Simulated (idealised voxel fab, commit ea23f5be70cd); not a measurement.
The process module presented herein is designated voxel transistor to metal.
The figure presents cross-section cut, which has a width of 280 nm and is divided into square cells with an edge length of 5 nm.
Format of a cross-section: grid, square cells. Given as bands. Order: top down. Band: one or more rows of cells. The entry gives the band's vertical extent as a top height and a bottom height in nm, then its horizontal make-up as materials from left to right, each with a width in nm. "empty" stands for empty space; a single material marked "edge to edge" fills the band edge to edge. Counting heights begins at 0, where everything beneath is, in the wafer as received, one material. The lowest band has no bottom; it goes on downwards, as "0 down" shows. Width spec "30->40" -> top row of cells at first value, bottom row at second value, equal per-row change in between. "nothing changed", as given for a step, is the statement that not any cell of the cross-section underwent a change during that step. In the "Enclosed cavity list" entry, you get each enclosed empty space of 8 cells or more, one with no open way to the top, written width x height at distance, distance from the left edge, in nm. Heads up: the bit after the settings on a step's line is the simulator's remark on that step. overlay nm: where the mask lay relative to plan, measured to the right, on steps with a mask; negatives go left.
STEPS IN THE PROCESS PLAN
1) RECEIVE [material Si]
2) OXIDIZE [depth nm 5]
3) CONFORMAL_DEP [material SiN] [thk nm 15]
4) MASKED_ETCH [tone cover] [mask id ACTIVE] [width nm 105] [pitch nm 135] [etch materials SiN] [depth nm 15] [overlay nm 0]
5) MASKED_ETCH [tone cover] [mask id ACTIVE] [width nm 105] [pitch nm 135] [etch materials SiO2] [depth nm 5] [overlay nm 0]
6) MASKED_ETCH [tone cover] [mask id ACTIVE] [width nm 105] [pitch nm 135] [etch materials Si] [depth nm 20] [overlay nm 0]
7) OXIDIZE [depth nm 5]
8) FILL_DEP [material SiO2] [thk nm 15]
9) CMP [height nm 15]
10) SELECTIVE_ETCH [etch materials SiO2] [depth nm 15]
11) STRIP [etch materials SiN]
12) SELECTIVE_ETCH [etch materials SiO2] [depth nm 5]
13) OXIDIZE [depth nm 5]
14) DIRECTIONAL_DEP [material polySi] [thk nm 20]
15) DIRECTIONAL_DEP [material SiCN] [thk nm 15]
16) PATTERN [tone cover] [mask id GATE] [material resist] [width nm 25] [pitch nm 135] [thk nm 15] [overlay nm 0]
17) DIRECTIONAL_ETCH [etch materials SiCN] [depth nm 25]
18) DIRECTIONAL_ETCH [etch materials polySi] [depth nm 30]
19) STRIP [etch materials resist]
20) CONFORMAL_DEP [material SiO2] [thk nm 5]
21) DIRECTIONAL_ETCH [etch materials SiO2] [depth nm 5]
22) CONFORMAL_DEP [material SiN] [thk nm 5]
23) DIRECTIONAL_ETCH [etch materials SiN] [depth nm 5]
24) DIRECTIONAL_ETCH [etch materials SiO2] [depth nm 5]
25) DIRECTIONAL_ETCH [etch materials Si] [depth nm 5]
26) EPI [material nSi] [thk nm 10]
27) FILL_DEP [material SiO2] [thk nm 10]
28) CMP [height nm 15]
29) STRIP [etch materials polySi]
30) SELECTIVE_ETCH [etch materials SiO2] [depth nm 5]
31) CONFORMAL_DEP [material HfO2] [thk nm 5]
32) CONFORMAL_DEP [material TiN] [thk nm 5]
33) FILL_DEP [material W] [thk nm 5]
34) CMP [height nm 10]
35) DIRECTIONAL_DEP [material SiO2] [thk nm 10]
36) DIRECTIONAL_DEP [material aC] [thk nm 10]
37) PATTERN [tone open] [mask id CONTACT] [material resist] [width nm 20] [thk nm 30] [overlay nm 0]
38) DIRECTIONAL_ETCH [etch materials aC] [depth nm 10]
39) STRIP [etch materials resist]
40) DIRECTIONAL_ETCH [etch materials SiO2] [depth nm 25]
41) STRIP [etch materials aC]
42) CONFORMAL_DEP [material TiN] [thk nm 5]
43) FILL_DEP [material W] [thk nm 10]
44) CMP [height nm 20]
45) DIRECTIONAL_DEP [material TiN] [thk nm 5]
46) DIRECTIONAL_DEP [material Ru] [thk nm 20]
47) PATTERN [tone cover] [mask id METAL_1] [material resist] [width nm 20] [thk nm 20] [overlay nm 0]
48) DIRECTIONAL_ETCH [etch materials Ru] [depth nm 20]
49) DIRECTIONAL_ETCH [etch materials TiN] [depth nm 5]
50) STRIP [etch materials resist]
51) CONFORMAL_DEP [material SiCN] [thk nm 5]
52) FILL_DEP [material lowk] [thk nm 10]
53) CMP [height nm 45]
54) CONFORMAL_DEP [material SiCN] [thk nm 5]
55) DIRECTIONAL_DEP [material lowk] [thk nm 30]
56) PATTERN [tone open] [mask id METAL_2] [material resist] [width nm 20] [pitch nm 135] [thk nm 15] [overlay nm 0]
57) DIRECTIONAL_ETCH [etch materials lowk] [depth nm 20]
58) STRIP [etch materials resist]
59) PATTERN [tone open] [mask id METAL_2_HOLES] [material resist] [width nm 15] [pitch nm 135] [thk nm 15] [overlay nm 0]
60) DIRECTIONAL_ETCH [etch materials lowk] [depth nm 10]
61) DIRECTIONAL_ETCH [etch materials SiCN] [depth nm 5]
62) STRIP [etch materials resist]
63) CONFORMAL_DEP [material TiN] [thk nm 5]
64) FILL_DEP [material Ru] [thk nm 5]
65) CMP [height nm 80]
66) CONFORMAL_DEP [material SiN] [thk nm 5]
CROSS-SECTION OF THE WAFER AS IT CAME TO US, I.E., ALREADY THROUGH STEP 1
- 0 down  Si edge to edge
- Enclosed cavity list: none
CROSS-SECTION: FIRST OF TWO WAFERS, MODULE FINISHED, RUN ACCORDING TO PLAN
- 85 to 80  SiN edge to edge
- 80 to 65  lowk=25; TiN=5; Ru=10; TiN=5; lowk=115; TiN=5; Ru=10; TiN=5; lowk=100
- 65 to 60  lowk=25; TiN=5; Ru=5; TiN=10; lowk=115; TiN=5; Ru=5; TiN=10; lowk=100
- 60 to 50  lowk=25; TiN=5; Ru=5; TiN=5; lowk=120; TiN=5; Ru=5; TiN=5; lowk=105
- 50 to 45  SiCN=25; TiN=15; SiCN=120; TiN=15; SiCN=105
- 45 to 25  lowk=20; SiCN=5; Ru=20; SiCN=5; lowk=45; SiCN=5; Ru=20; SiCN=5; lowk=30; SiCN=5; Ru=20; SiCN=5; lowk=45; SiCN=5; Ru=20; SiCN=5; lowk=20
- 25 to 20  SiCN=25; TiN=20; SiCN=55; TiN=20; SiCN=40; TiN=20; SiCN=55; TiN=20; SiCN=25
- 20 to 10  SiO2=25; TiN=5; W=10; TiN=5; SiO2=55; TiN=5; W=10; TiN=5; SiO2=40; TiN=5; W=10; TiN=5; SiO2=55; TiN=5; W=10; TiN=5; SiO2=25
- 10 to 0  SiO2=25; TiN=5; W=10->5; TiN=5->10; SiO2=5; SiN=5; HfO2=5; TiN=5; W=15; TiN=5; HfO2=5; SiN=5; SiO2=5; TiN=5->10; W=10->5; TiN=5; SiO2=40; TiN=5; W=10->5; TiN=5->10; SiO2=5; SiN=5; HfO2=5; TiN=5; W=15; TiN=5; HfO2=5; SiN=5; SiO2=5; TiN=5->10; W=10->5; TiN=5; SiO2=25
- 0 to -5  SiO2=25; TiN=15; nSi=10; SiN=5; HfO2=5; TiN=25; HfO2=5; SiN=5; nSi=10; TiN=15; SiO2=40; TiN=15; nSi=10; SiN=5; HfO2=5; TiN=25; HfO2=5; SiN=5; nSi=10; TiN=15; SiO2=25
- -5 to -10  SiO2=20; nSi=30; SiO2=5; HfO2=35; SiO2=5; nSi=30; SiO2=30; nSi=30; SiO2=5; HfO2=35; SiO2=5; nSi=30; SiO2=20
- -10 to -15  SiO2=25; nSi=25; Si=45; nSi=25; SiO2=40; nSi=25; Si=45; nSi=25; SiO2=25
- -15 to -30  SiO2=25; Si=95; SiO2=40; Si=95; SiO2=25
- -30 down  Si edge to edge
- Enclosed cavity list: none
SAME START, SAME PLAN AS THE FIRST WAFER - BUT ONE MISTAKE IN THE RUN. CROSS-SECTION OF THE SECOND OF THE TWO AT THE END OF THE MODULE
- 85 to 80  SiN edge to edge
- 80 to 65  lowk=25; TiN=5; Ru=10; TiN=5; lowk=115; TiN=5; Ru=10; TiN=5; lowk=100
- 65 to 60  lowk=25; TiN=5; Ru=5; TiN=10; lowk=115; TiN=5; Ru=5; TiN=10; lowk=100
- 60 to 50  lowk=25; TiN=5; Ru=5; TiN=5; lowk=120; TiN=5; Ru=5; TiN=5; lowk=105
- 50 to 45  SiCN=25; TiN=15; SiCN=120; TiN=15; SiCN=105
- 45 to 25  lowk=20; SiCN=5; Ru=20; SiCN=5; lowk=45; SiCN=5; Ru=20; SiCN=5; lowk=30; SiCN=5; Ru=20; SiCN=5; lowk=45; SiCN=5; Ru=20; SiCN=5; lowk=20
- 25 to 20  SiCN=25; TiN=20; SiCN=55; TiN=20; SiCN=40; TiN=20; SiCN=55; TiN=20; SiCN=25
- 20 to 10  SiO2=35; TiN=5; W=10->5; TiN=5->10; SiO2=55; TiN=5; W=10; TiN=5; SiO2=40; TiN=5; W=10->5; TiN=5->10; SiO2=55; TiN=5; W=10; TiN=5; SiO2=15
- 10 to 5  SiO2=35; TiN=5; W=5; TiN=5; SiN=5; HfO2=5; TiN=5; W=15; TiN=5; HfO2=5; SiN=5; SiO2=15; TiN=5; W=10; TiN=5; SiO2=40; TiN=5; W=5; TiN=5; SiN=5; HfO2=5; TiN=5; W=15; TiN=5; HfO2=5; SiN=5; SiO2=15; TiN=5; W=10; TiN=5; SiO2=15
- 5 to 0  SiO2=35; TiN=15; SiN=5; HfO2=5; TiN=5; W=15; TiN=5; HfO2=5; SiN=5; SiO2=15; TiN=5; W=10; TiN=5; SiO2=40; TiN=15; SiN=5; HfO2=5; TiN=5; W=15; TiN=5; HfO2=5; SiN=5; SiO2=15; TiN=5; W=10; TiN=5; SiO2=15
- 0 to -5  SiO2=35; TiN=5; nSi=10; SiN=5; HfO2=5; TiN=25; HfO2=5; SiN=5; nSi=10; SiO2=5; TiN=20; SiO2=40; TiN=5; nSi=10; SiN=5; HfO2=5; TiN=25; HfO2=5; SiN=5; nSi=10; SiO2=5; TiN=20; SiO2=15
- -5 to -10  SiO2=20; nSi=30; SiO2=5; HfO2=35; SiO2=5; nSi=30; SiO2=30; nSi=30; SiO2=5; HfO2=35; SiO2=5; nSi=30; SiO2=20
- -10 to -15  SiO2=25; nSi=25; Si=45; nSi=25; SiO2=40; nSi=25; Si=45; nSi=25; SiO2=25
- -15 to -30  SiO2=25; Si=95; SiO2=40; Si=95; SiO2=25
- -30 down  Si edge to edge
- Enclosed cavity list: none
What broke from the plan during processing? contrary to plan, step 37 was performed as PATTERN [tone open] [mask id CONTACT] [material resist] [width nm 20] [thk nm 30] [overlay nm 10]
Final cells, second wafer relative to first, materials higher or lower: +6 SiO2 | -2 TiN | -4 W
